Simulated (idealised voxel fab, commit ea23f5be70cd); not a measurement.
A process module follows: voxel transistor to metal.
For reference, the cross-section in this document is cut, with width 150 nm and square cells of 5 nm.
Throughout this document, each cross-section is represented as a grid of square cells and is presented as a sequence of bands enumerated from the top downward, where a band comprises one or more rows of cells.
Heads up on the band format: heights come first, top then bottom, in nm. After that it's the materials left to right, each with its width in nm. A single material flagged "throughout" fills the whole band edge to edge, and "empty" means there's empty space there.
The level at which height equals 0 is the one under which the wafer, as it arrives, is entirely one material. No lower edge exists for the bottom band, which continues downward and is notated as in "0..down".
The notation "30..40" denotes a width that varies across the rows of cells in the band, beginning at the first number in the top row, finishing at the second number in the bottom row, and changing by an identical amount from each row to the next.
The designation "changes: none", where it is given for a processing step, indicates that no cell of the cross-section was altered in the course of that step.
Closed-off voids of 8+ cells (no open route to the top) go in "Enclosed void entries", written width x height at distance from the left edge, in nm.
It should be noted that, on the line of a given step, the content following the step's settings is a remark produced by the simulator itself with respect to that step.
overlay nm: mask right of planned place by this much (step with mask). Neg. = left.

### Steps in the process plan
1) RECEIVE (material Si)
2) CONFORMAL_DEP (material SiO2; thk nm 5)
3) CONFORMAL_DEP (material SiN; thk nm 15)
4) DIRECTIONAL_DEP (material aC; thk nm 15)
5) PATTERN (tone cover; mask id ACTIVE; material resist; width nm 95; thk nm 30; overlay nm 0)
6) DIRECTIONAL_ETCH (etch materials aC; depth nm 15)
7) STRIP (etch materials resist)
8) DIRECTIONAL_ETCH (etch materials SiN; depth nm 15)
9) DIRECTIONAL_ETCH (etch materials SiO2; depth nm 5)
10) DIRECTIONAL_ETCH (etch materials Si; depth nm 30)
11) STRIP (etch materials aC)
12) FILL_DEP (material SiO2; thk nm 10)
13) CMP (height nm 20)
14) SELECTIVE_ETCH (etch materials SiO2; depth nm 10)
15) STRIP (etch materials SiN)
16) SELECTIVE_ETCH (etch materials SiO2; depth nm 5)
17) OXIDIZE (depth nm 5)
18) DIRECTIONAL_DEP (material polySi; thk nm 25)
19) DIRECTIONAL_DEP (material SiCN; thk nm 15)
20) PATTERN (tone cover; mask id GATE; material resist; width nm 15; thk nm 15; overlay nm 0)
21) DIRECTIONAL_ETCH (etch materials SiCN; depth nm 25)
22) DIRECTIONAL_ETCH (etch materials polySi; depth nm 35)
23) STRIP (etch materials resist)
24) CONFORMAL_DEP (material SiN; thk nm 10)
25) DIRECTIONAL_ETCH (etch materials SiN; depth nm 10)
26) DIRECTIONAL_ETCH (etch materials SiO2; depth nm 5)
27) EPI (material SiGe; thk nm 5)
28) FILL_DEP (material SiO2; thk nm 10)
29) CMP (height nm 40)
30) DIRECTIONAL_DEP (material SiO2; thk nm 15)
31) MASKED_ETCH (tone open; mask id CONTACT; width nm 20; pitch nm 65; etch materials SiO2; depth nm 55; overlay nm 0)
32) CONFORMAL_DEP (material TiN; thk nm 5)
33) FILL_DEP (material W; thk nm 10)
34) CMP (height nm 55)
35) CONFORMAL_DEP (material SiCN; thk nm 5)
36) DIRECTIONAL_DEP (material SiO2; thk nm 25)
37) DIRECTIONAL_DEP (material aC; thk nm 10)
38) PATTERN (tone open; mask id METAL_1; material resist; width nm 20; pitch nm 65; thk nm 25; overlay nm 0)
39) DIRECTIONAL_ETCH (etch materials aC; depth nm 10)
40) STRIP (etch materials resist)
41) DIRECTIONAL_ETCH (etch materials SiO2; depth nm 25)
42) DIRECTIONAL_ETCH (etch materials SiCN; depth nm 5)
43) STRIP (etch materials aC)
44) CONFORMAL_DEP (material TiN; thk nm 5)
45) FILL_DEP (material Cu; thk nm 10)
46) CMP (height nm 85)
47) EPI (material Ru; thk nm 5)
48) FILL_DEP (material SiCN; thk nm 5)
49) DIRECTIONAL_DEP (material SiO2; thk nm 25)
50) PATTERN (tone open; mask id METAL_2; material resist; width nm 20; pitch nm 65; thk nm 20; overlay nm 0)
51) DIRECTIONAL_ETCH (etch materials SiO2; depth nm 15)
52) STRIP (etch materials resist)
53) DIRECTIONAL_DEP (material aC; thk nm 10)
54) PATTERN (tone open; mask id METAL_2_HOLES; material resist; width nm 15; pitch nm 65; thk nm 30; overlay nm 0)
55) DIRECTIONAL_ETCH (etch materials aC; depth nm 10)
56) STRIP (etch materials resist)
57) DIRECTIONAL_ETCH (etch materials SiO2; depth nm 10)
58) DIRECTIONAL_ETCH (etch materials SiCN; depth nm 5)
59) STRIP (etch materials aC)
60) CONFORMAL_DEP (material TiN; thk nm 5)
61) FILL_DEP (material Cu; thk nm 5)
62) CMP (height nm 120)
63) CONFORMAL_DEP (material SiN; thk nm 5)

### Received-state cross-section, reflecting completion of step 1
- 0..down | Si throughout
- Enclosed void entries: none

### The plan above was carried out on the starting structure above with one mistake, and this cross-section shows the wafer at the end of the module
- 125..120 | SiN throughout
- 120..110 | SiO2=30 / TiN=5 / Cu=10 / TiN=5 / SiO2=45 / TiN=5 / Cu=10 / TiN=5 / SiO2=35
- 110..105 | SiO2=30 / TiN=5 / Cu=5 / TiN=10 / SiO2=45 / TiN=5 / Cu=5 / TiN=10 / SiO2=35
- 105..95 | SiO2=30 / TiN=5 / Cu=5 / TiN=5 / SiO2=50 / TiN=5 / Cu=5 / TiN=5 / SiO2=40
- 95..90 | SiCN=30 / TiN=15 / SiCN=50 / TiN=15 / SiCN=40
- 90..85 | SiCN=25 / Ru=30 / SiCN=35 / Ru=30 / SiCN=30
- 85..60 | SiO2=30 / TiN=5 / Cu=10 / TiN=5 / SiO2=45 / TiN=5 / Cu=10 / TiN=5 / SiO2=35
- 60..55 | SiCN=30 / TiN=20 / SiCN=45 / TiN=20 / SiCN=35
- 55..40 | SiO2=30 / TiN=5 / W=10 / TiN=5 / SiO2=45 / TiN=5 / W=10 / TiN=5 / SiO2=35
- 40..25 | SiO2=30 / TiN=5 / W=10 / TiN=5 / SiO2=5 / SiN=10 / SiCN=15 / SiN=10 / SiO2=5 / TiN=5 / W=10 / TiN=5 / SiO2=35
- 25..10 | SiO2=30 / TiN=5 / W=10 / TiN=5 / SiO2=5 / SiN=10 / polySi=15 / SiN=10 / SiO2=5 / TiN=5 / W=10 / TiN=5 / SiO2=35
- 10..5 | SiO2=30 / TiN=10 / W=5 / TiN=5 / SiO2=5 / SiN=10 / polySi=15 / SiN=10 / SiO2=5 / TiN=5 / W=5 / TiN=10 / SiO2=35
- 5..0 | SiO2=25 / SiN=10 / TiN=15 / SiO2=5 / SiN=10 / polySi=15 / SiN=10 / SiO2=5 / TiN=15 / SiN=10 / SiO2=30
- 0..-5 | SiO2=35 / SiGe=20 / SiO2=35 / SiGe=20 / SiO2=40
- -5..-30 | SiO2=30 / Si=85 / SiO2=35
- -30..down | Si throughout
- Enclosed void entries: none
Error vs. plan: for step 5, the planned setting was not used; the step was instead run as PATTERN (tone cover; mask id ACTIVE; material resist; width nm 85; thk nm 30; overlay nm 0)
